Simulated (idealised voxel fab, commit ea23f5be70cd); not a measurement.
Process module, titled voxel self aligned vias
Each square cell in cross-section cut measures 5 nm, and the section as a whole is 175 nm wide.
Notation: cross-section as square-cell grid; stated in bands, top first, going down; one or more cell rows per band.
Band: top height; bottom height; in nm. Then, left to right: material with width in nm, for each material. "everywhere": a single material spanning edge to edge. "blank": empty space.
For the purposes of this specification, 0 denotes the height below which the wafer in its as-received condition is composed wholly of one material, and the lowermost band, lacking a lower limit, extends downward without end, as expressed in "0 -> down".
Note: "30 to 40" means the width goes from the first number (top row of the band) to the second number (bottom row) in equal steps per row of cells.
It should be understood that the words "identical to before", when stated for a given step, signify that the cross-section underwent no change in any of its cells during that step.
In the "Voids, fully enclosed" entry, you get each enclosed empty space of 8 cells or more, one with no open way to the top, written width x height at distance, distance from the left edge, in nm.
Heads up: the bit after the settings on a step's line is the simulator's remark on that step.
What "overlay nm" on a step's line means: if the step has a mask, that mask lay this far to the right of its planned place, or, when the value is negative, to the left.

This section lists the process steps that were planned:
1,RECEIVE (material Si)
2,CONFORMAL_DEP (material SiO2; thk nm 10)
3,CONFORMAL_DEP (material SiCN; thk nm 5)
4,DIRECTIONAL_DEP (material lowk; thk nm 30)
5,PATTERN (tone open; mask id LINES; material resist; width nm 30; pitch nm 65; thk nm 15; overlay nm 0)
6,DIRECTIONAL_ETCH (etch materials lowk; depth nm 30)
7,STRIP (etch materials resist)
8,CONFORMAL_DEP (material TiN; thk nm 5)
9,FILL_DEP (material W; thk nm 10)
10,CMP (height nm 45)
11,SELECTIVE_ETCH (etch materials W Ru TiN; depth nm 10)
12,FILL_DEP (material SiN; thk nm 5)
13,CMP (height nm 45)
14,DIRECTIONAL_DEP (material lowk; thk nm 20)
15,PATTERN (tone open; mask id VIAS; material resist; width nm 40; thk nm 20; overlay nm 0)
16,DIRECTIONAL_ETCH (etch materials lowk; depth nm 20)
17,DIRECTIONAL_ETCH (etch materials SiN; depth nm 10)
18,STRIP (etch materials resist)
19,CONFORMAL_DEP (material TiN; thk nm 5)
20,FILL_DEP (material Cu; thk nm 10)
21,CMP (height nm 65)
22,CONFORMAL_DEP (material SiN; thk nm 5)

The first of a set of two wafers, run to plan:

As-received state of the wafer in cross-section, equivalent to post-step 1:
    0 -> down: Si everywhere
    Voids, fully enclosed: none

Cross-section: wafer state after step 2:
    10 -> 0: SiO2 everywhere
    No changes below 0.

Cross-section: wafer state after step 3:
    15 -> 10: SiCN everywhere
    No changes below 10.

Cross-section: wafer state after step 4:
    45 -> 15: lowk everywhere
    No changes below 15.

Cross-section: wafer state after step 5:
    60 -> 45: 40 of resist | 30 of blank | 35 of resist | 30 of blank | 40 of resist
    No changes below 45.

Cross-section: wafer state after step 6:
    60 -> 45: 40 of resist | 30 of blank | 35 of resist | 30 of blank | 40 of resist
    45 -> 15: 40 of lowk | 30 of blank | 35 of lowk | 30 of blank | 40 of lowk
    No changes below 15.

Cross-section: wafer state after step 7:
    45 -> 15: 40 of lowk | 30 of blank | 35 of lowk | 30 of blank | 40 of lowk
    No changes below 15.

Cross-section: wafer state after step 8:
    50 -> 45: 45 of TiN | 20 of blank | 45 of TiN | 20 of blank | 45 of TiN
    45 -> 20: 40 of lowk | 5 of TiN | 20 of blank | 5 of TiN | 35 of lowk | 5 of TiN | 20 of blank | 5 of TiN | 40 of lowk
    20 -> 15: 40 of lowk | 30 of TiN | 35 of lowk | 30 of TiN | 40 of lowk
    No changes below 15.

Cross-section: wafer state after step 9:
    60 -> 50: W everywhere
    50 -> 45: 45 of TiN | 20 of W | 45 of TiN | 20 of W | 45 of TiN
    45 -> 20: 40 of lowk | 5 of TiN | 20 of W | 5 of TiN | 35 of lowk | 5 of TiN | 20 of W | 5 of TiN | 40 of lowk
    No changes below 20.

Cross-section: wafer state after step 10:
    45 -> 20: 40 of lowk | 5 of TiN | 20 of W | 5 of TiN | 35 of lowk | 5 of TiN | 20 of W | 5 of TiN | 40 of lowk
    No changes below 20.

Cross-section: wafer state after step 11:
    45 -> 35: 40 of lowk | 30 of blank | 35 of lowk | 30 of blank | 40 of lowk
    No changes below 35.

Cross-section: wafer state after step 12:
    50 -> 45: SiN everywhere
    45 -> 35: 40 of lowk | 30 of SiN | 35 of lowk | 30 of SiN | 40 of lowk
    No changes below 35.

Cross-section: wafer state after step 13:
    45 -> 35: 40 of lowk | 30 of SiN | 35 of lowk | 30 of SiN | 40 of lowk
    No changes below 35.

Cross-section: wafer state after step 14:
    65 -> 45: lowk everywhere
    No changes below 45.

Cross-section: wafer state after step 15:
    85 -> 65: 35 of resist | 40 of blank | 100 of resist
    No changes below 65.

Cross-section: wafer state after step 16:
    85 -> 65: 35 of resist | 40 of blank | 100 of resist
    65 -> 45: 35 of lowk | 40 of blank | 100 of lowk
    No changes below 45.

Cross-section: wafer state after step 17:
    85 -> 65: 35 of resist | 40 of blank | 100 of resist
    65 -> 45: 35 of lowk | 40 of blank | 100 of lowk
    45 -> 35: 40 of lowk | 30 of blank | 35 of lowk | 30 of SiN | 40 of lowk
    No changes below 35.

Cross-section: wafer state after step 18:
    65 -> 45: 35 of lowk | 40 of blank | 100 of lowk
    No changes below 45.

Cross-section: wafer state after step 19:
    70 -> 65: 40 of TiN | 30 of blank | 105 of TiN
    65 -> 50: 35 of lowk | 5 of TiN | 30 of blank | 5 of TiN | 100 of lowk
    50 -> 45: 35 of lowk | 10 of TiN | 20 of blank | 10 of TiN | 100 of lowk
    45 -> 40: 40 of lowk | 5 of TiN | 20 of blank | 5 of TiN | 35 of lowk | 30 of SiN | 40 of lowk
    40 -> 35: 40 of lowk | 30 of TiN | 35 of lowk | 30 of SiN | 40 of lowk
    No changes below 35.

Cross-section: wafer state after step 20:
    80 -> 70: Cu everywhere
    70 -> 65: 40 of TiN | 30 of Cu | 105 of TiN
    65 -> 50: 35 of lowk | 5 of TiN | 30 of Cu | 5 of TiN | 100 of lowk
    50 -> 45: 35 of lowk | 10 of TiN | 20 of Cu | 10 of TiN | 100 of lowk
    45 -> 40: 40 of lowk | 5 of TiN | 20 of Cu | 5 of TiN | 35 of lowk | 30 of SiN | 40 of lowk
    No changes below 40.

Cross-section: wafer state after step 21:
    65 -> 50: 35 of lowk | 5 of TiN | 30 of Cu | 5 of TiN | 100 of lowk
    No changes below 50.

Cross-section: wafer state after step 22:
    70 -> 65: SiN everywhere
    No changes below 65.

Here the second wafer is described. Its start and its plan were those of the first wafer. Its run contained one mistake. Up to and including step 1, it did exactly what the first wafer did:

Second wafer cross-section, taken as of the time the plan sets for step 2 to be done:
    5 -> 0: SiCN everywhere
    No changes below 0.

Second wafer cross-section, taken as of the time the plan sets for step 3 to be done:
    15 -> 5: SiO2 everywhere
    No changes below 5.

Second wafer cross-section, taken as of the time the plan sets for step 4 to be done:
    45 -> 15: lowk everywhere
    No changes below 15.

Second wafer cross-section, taken as of the time the plan sets for step 5 to be done:
    60 -> 45: 40 of resist | 30 of blank | 35 of resist | 30 of blank | 40 of resist
    No changes below 45.

Second wafer cross-section, taken as of the time the plan sets for step 6 to be done:
    60 -> 45: 40 of resist | 30 of blank | 35 of resist | 30 of blank | 40 of resist
    45 -> 15: 40 of lowk | 30 of blank | 35 of lowk | 30 of blank | 40 of lowk
    No changes below 15.

Second wafer cross-section, taken as of the time the plan sets for step 7 to be done:
    45 -> 15: 40 of lowk | 30 of blank | 35 of lowk | 30 of blank | 40 of lowk
    No changes below 15.

Second wafer cross-section, taken as of the time the plan sets for step 8 to be done:
    50 -> 45: 45 of TiN | 20 of blank | 45 of TiN | 20 of blank | 45 of TiN
    45 -> 20: 40 of lowk | 5 of TiN | 20 of blank | 5 of TiN | 35 of lowk | 5 of TiN | 20 of blank | 5 of TiN | 40 of lowk
    20 -> 15: 40 of lowk | 30 of TiN | 35 of lowk | 30 of TiN | 40 of lowk
    No changes below 15.

Second wafer cross-section, taken as of the time the plan sets for step 9 to be done:
    60 -> 50: W everywhere
    50 -> 45: 45 of TiN | 20 of W | 45 of TiN | 20 of W | 45 of TiN
    45 -> 20: 40 of lowk | 5 of TiN | 20 of W | 5 of TiN | 35 of lowk | 5 of TiN | 20 of W | 5 of TiN | 40 of lowk
    No changes below 20.

Second wafer cross-section, taken as of the time the plan sets for step 10 to be done:
    45 -> 20: 40 of lowk | 5 of TiN | 20 of W | 5 of TiN | 35 of lowk | 5 of TiN | 20 of W | 5 of TiN | 40 of lowk
    No changes below 20.

Second wafer cross-section, taken as of the time the plan sets for step 11 to be done:
    45 -> 35: 40 of lowk | 30 of blank | 35 of lowk | 30 of blank | 40 of lowk
    No changes below 35.

Second wafer cross-section, taken as of the time the plan sets for step 12 to be done:
    50 -> 45: SiN everywhere
    45 -> 35: 40 of lowk | 30 of SiN | 35 of lowk | 30 of SiN | 40 of lowk
    No changes below 35.

Second wafer cross-section, taken as of the time the plan sets for step 13 to be done:
    45 -> 35: 40 of lowk | 30 of SiN | 35 of lowk | 30 of SiN | 40 of lowk
    No changes below 35.

Second wafer cross-section, taken as of the time the plan sets for step 14 to be done:
    65 -> 45: lowk everywhere
    No changes below 45.

Second wafer cross-section, taken as of the time the plan sets for step 15 to be done:
    85 -> 65: 35 of resist | 40 of blank | 100 of resist
    No changes below 65.

Second wafer cross-section, taken as of the time the plan sets for step 16 to be done:
    85 -> 65: 35 of resist | 40 of blank | 100 of resist
    65 -> 45: 35 of lowk | 40 of blank | 100 of lowk
    No changes below 45.

Second wafer cross-section, taken as of the time the plan sets for step 17 to be done:
    85 -> 65: 35 of resist | 40 of blank | 100 of resist
    65 -> 45: 35 of lowk | 40 of blank | 100 of lowk
    45 -> 35: 40 of lowk | 30 of blank | 35 of lowk | 30 of SiN | 40 of lowk
    No changes below 35.

Second wafer cross-section, taken as of the time the plan sets for step 18 to be done:
    65 -> 45: 35 of lowk | 40 of blank | 100 of lowk
    No changes below 45.

Second wafer cross-section, taken as of the time the plan sets for step 19 to be done:
    70 -> 65: 40 of TiN | 30 of blank | 105 of TiN
    65 -> 50: 35 of lowk | 5 of TiN | 30 of blank | 5 of TiN | 100 of lowk
    50 -> 45: 35 of lowk | 10 of TiN | 20 of blank | 10 of TiN | 100 of lowk
    45 -> 40: 40 of lowk | 5 of TiN | 20 of blank | 5 of TiN | 35 of lowk | 30 of SiN | 40 of lowk
    40 -> 35: 40 of lowk | 30 of TiN | 35 of lowk | 30 of SiN | 40 of lowk
    No changes below 35.

Second wafer cross-section, taken as of the time the plan sets for step 20 to be done:
    80 -> 70: Cu everywhere
    70 -> 65: 40 of TiN | 30 of Cu | 105 of TiN
    65 -> 50: 35 of lowk | 5 of TiN | 30 of Cu | 5 of TiN | 100 of lowk
    50 -> 45: 35 of lowk | 10 of TiN | 20 of Cu | 10 of TiN | 100 of lowk
    45 -> 40: 40 of lowk | 5 of TiN | 20 of Cu | 5 of TiN | 35 of lowk | 30 of SiN | 40 of lowk
    No changes below 40.

Second wafer cross-section, taken as of the time the plan sets for step 21 to be done:
    65 -> 50: 35 of lowk | 5 of TiN | 30 of Cu | 5 of TiN | 100 of lowk
    No changes below 50.

Second wafer cross-section, taken as of the time the plan sets for step 22 to be done:
    70 -> 65: SiN everywhere
    No changes below 65.
Want to know what went wrong? the run placed steps 2 and 3 each in the position the plan gave to the other
End check, second vs first wafer: material counts in cells match, positions do not.
